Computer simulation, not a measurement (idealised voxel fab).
Process module heading - voxel fin reveal
Displayed cross-section: cut, width of 255 nm, square cells sized 5 nm.
Think of the cross-section as a grid of square cells. We describe it in bands, top to bottom, and each band covers one or more rows of those cells.
Each band's line starts with the height of the band's top and of its bottom, in nm. Then come its materials from left to right, each with its width in nm. One material with "all across" fills the band from edge to edge. "air" is empty space.
Heights from 0 (as-received wafer is one material below). Bottom band endless downward, as "z 0 and below".
Top row gets the first number, bottom row gets the second, and each row in between changes by the same step: that is how a band width like "30->40" works.
Key: "no alterations made" - step with no changed cell in the cross-section.
"Entrapped voids" specifies each empty space that is not open to the top and that occupies no fewer than 8 cells, using the form width x height at distance, the distance measured from the left edge and all three quantities in nm.
If you see something after the settings on a step's line, that's the simulator's own remark about that step.
A step's line can hold "overlay nm"; with a mask on that step, the setting says how far right of the planned place the mask lay, while a negative setting says it lay to the left.

PLANNED PROCESS STEPS
- 1: RECEIVE with material Si
- 2: CONFORMAL_DEP with material SiN, thk nm 10
- 3: PATTERN with tone cover, mask id FINS, material resist, width nm 15, pitch nm 40, thk nm 15, overlay nm 0
- 4: DIRECTIONAL_ETCH with etch materials SiN, depth nm 10
- 5: DIRECTIONAL_ETCH with etch materials Si, depth nm 35
- 6: STRIP with etch materials resist
- 7: OXIDIZE with depth nm 5
- 8: FILL_DEP with material SiO2, thk nm 15
- 9: CMP with height nm 10
- 10: SELECTIVE_ETCH with etch materials SiO2, depth nm 35
- 11: STRIP with etch materials SiN

CROSS-SECTION: WAFER ON ARRIVAL = AFTER STEP 1
z 0 and below: Si all across
Entrapped voids: none

WAFER CROSS-SECTION AT END OF MODULE: START AND PLAN AS SHOWN ABOVE, ONE EXECUTION ERROR
z 0 to -25: air: 95 | Si: 5 | air: 35 | Si: 5 | air: 35 | Si: 5 | air: 75
z -25 to -40: SiO2: 95 | Si: 5 | SiO2: 35 | Si: 5 | SiO2: 35 | Si: 5 | SiO2: 75
z -40 and below: Si all across
Entrapped voids: none
Short version of what went wrong: for step 3, the planned setting was not used; the step was instead run as PATTERN with tone cover, mask id FINS, material resist, width nm 15, pitch nm 40, thk nm 15, overlay nm 10
